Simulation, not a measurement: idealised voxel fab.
process module | voxel tone inversion
cross-section cut | 270 nm wide | cells 5 nm
A cross-section is a grid of square cells, given in bands from the top down. A band is one or more rows of cells.
Each band's line starts with the height of the band's top and of its bottom, in nm. Then come its materials from left to right, each with its width in nm. One material with "throughout" fills the band from edge to edge. "air" is empty space.
Height 0 is the level under which the wafer as received is all one material. The lowest band goes on downwards, as in "0 down".
A width such as "30 to 40" changes by the same amount from each row of cells to the next, from the band's top row to its bottom row.
"no change" after a step means that no cell of the cross-section changed.
closed voids: empty space of 8 cells or more with no open way to the top, each as width x height at its distance from the left edge, in nm
after a step's settings: what the simulator itself notes on the step
overlay nm, on a step with a mask: how far to the right of its planned place the mask lay; to the left if negative
plan
1 op RECEIVE | material Si
2 op CONFORMAL_DEP | material SiN | thk nm 10
3 op DIRECTIONAL_DEP | material polySi | thk nm 15
4 op PATTERN | tone cover | mask id POSTS | material resist | width nm 20 | pitch nm 40 | thk nm 25 | overlay nm 0
5 op DIRECTIONAL_ETCH | etch materials polySi | depth nm 15
6 op STRIP | etch materials resist
7 op FILL_DEP | material lowk | thk nm 5
8 op CMP | height nm 25
9 op STRIP | etch materials polySi
10 op CONFORMAL_DEP | material TiN | thk nm 5
11 op FILL_DEP | material Ru | thk nm 10
12 op CMP | height nm 25
13 op CONFORMAL_DEP | material SiCN | thk nm 5
as received, after step 1
  0 down: Si throughout
  closed voids: none
a wafer at the end: this start, this plan, one mistake
  30 to 25: SiCN throughout
  25 to 15: Ru 80 | TiN 5 | lowk 20 | TiN 5 | Ru 10 | TiN 5 | lowk 20 | TiN 5 | Ru 10 | TiN 5 | lowk 20 | TiN 5 | Ru 80
  15 to 10: TiN 85 | lowk 20 | TiN 20 | lowk 20 | TiN 20 | lowk 20 | TiN 85
  10 to 0: SiN throughout
  0 down: Si throughout
  closed voids: none
what went wrong: step 4 ran as: op PATTERN | tone open | mask id POSTS | material resist | width nm 20 | pitch nm 40 | thk nm 25 | overlay nm 0
